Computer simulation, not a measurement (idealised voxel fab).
process module | voxel capacitor over wiring
cross-section cut | 165 nm wide | cells 5 nm
A cross-section is a grid of square cells, given in bands from the top down. A band is one or more rows of cells.
Each band's line starts with the height of the band's top and of its bottom, in nm. Then come its materials from left to right, each with its width in nm. One material with "throughout" fills the band from edge to edge. "air" is empty space.
Height 0 is the level under which the wafer as received is all one material. The lowest band goes on downwards, as in "0 down".
A width such as "30 to 40" changes by the same amount from each row of cells to the next, from the band's top row to its bottom row.
"no change" after a step means that no cell of the cross-section changed.
closed voids: empty space of 8 cells or more with no open way to the top, each as width x height at its distance from the left edge, in nm
after a step's settings: what the simulator itself notes on the step
overlay nm, on a step with a mask: how far to the right of its planned place the mask lay; to the left if negative
plan
1 op RECEIVE | material Si
2 op CONFORMAL_DEP | material SiO2 | thk nm 10
3 op DIRECTIONAL_DEP | material TiN | thk nm 5
4 op DIRECTIONAL_DEP | material Ru | thk nm 25
5 op DIRECTIONAL_DEP | material aC | thk nm 15
6 op PATTERN | tone cover | mask id METAL_1 | material resist | width nm 20 | pitch nm 75 | thk nm 35 | overlay nm 0
7 op DIRECTIONAL_ETCH | etch materials aC | depth nm 15
8 op STRIP | etch materials resist
9 op DIRECTIONAL_ETCH | etch materials Ru | depth nm 25
10 op DIRECTIONAL_ETCH | etch materials TiN | depth nm 5
11 op STRIP | etch materials aC
12 op FILL_DEP | material SiO2 | thk nm 10
13 op CMP | height nm 40
14 op CONFORMAL_DEP | material SiCN | thk nm 5
15 op DIRECTIONAL_DEP | material SiO2 | thk nm 20
16 op DIRECTIONAL_DEP | material aC | thk nm 15
17 op PATTERN | tone open | mask id PLUG_1 | material resist | width nm 15 | thk nm 30 | overlay nm 0
18 op DIRECTIONAL_ETCH | etch materials aC | depth nm 15
19 op STRIP | etch materials resist
20 op DIRECTIONAL_ETCH | etch materials SiO2 | depth nm 20
21 op DIRECTIONAL_ETCH | etch materials SiCN | depth nm 5
22 op STRIP | etch materials aC
23 op EPI | material Ru | thk nm 10
24 op EPI | material Ru | thk nm 10
25 op EPI | material Ru | thk nm 5
26 op DIRECTIONAL_DEP | material TiN | thk nm 5
27 op DIRECTIONAL_DEP | material HfO2 | thk nm 5
28 op DIRECTIONAL_DEP | material TiN | thk nm 10
29 op MASKED_ETCH | tone cover | mask id UPPER_PLATE | width nm 60 | etch materials TiN | depth nm 10 | overlay nm 0
30 op MASKED_ETCH | tone cover | mask id UPPER_PLATE | width nm 60 | etch materials HfO2 | depth nm 5 | overlay nm 0
31 op MASKED_ETCH | tone cover | mask id LOWER_PLATE | width nm 70 | etch materials TiN | depth nm 5 | overlay nm 0
32 op FILL_DEP | material SiO2 | thk nm 20
33 op CMP | height nm 100
34 op MASKED_ETCH | tone open | mask id PLUG_2 | width nm 15 | etch materials SiO2 | depth nm 15 | overlay nm 0
35 op CONFORMAL_DEP | material TiN | thk nm 5
36 op FILL_DEP | material Cu | thk nm 10
37 op CMP | height nm 100
38 op CONFORMAL_DEP | material SiN | thk nm 5
as received, after step 1
  0 down: Si throughout
  closed voids: none
a wafer at the end: this start, this plan, one mistake
  105 to 100: SiN throughout
  100 to 90: SiO2 50 | HfO2 5 | Cu 5 | HfO2 5 | SiO2 100
  90 to 85: SiO2 50 | HfO2 15 | SiO2 100
  85 to 75: SiO2 40 | TiN 60 | SiO2 65
  75 to 70: SiO2 40 | HfO2 60 | SiO2 65
  70 to 65: SiO2 35 | TiN 70 | SiO2 60
  65 to 45: SiO2 40 | Ru 15 | SiO2 110
  45 to 40: SiCN 40 | Ru 15 | SiCN 110
  40 to 15: SiO2 35 | Ru 20 | SiO2 55 | Ru 20 | SiO2 35
  15 to 10: SiO2 35 | TiN 20 | SiO2 55 | TiN 20 | SiO2 35
  10 to 0: SiO2 throughout
  0 down: Si throughout
  closed voids: none
what went wrong: step 35 ran as: op CONFORMAL_DEP | material HfO2 | thk nm 5
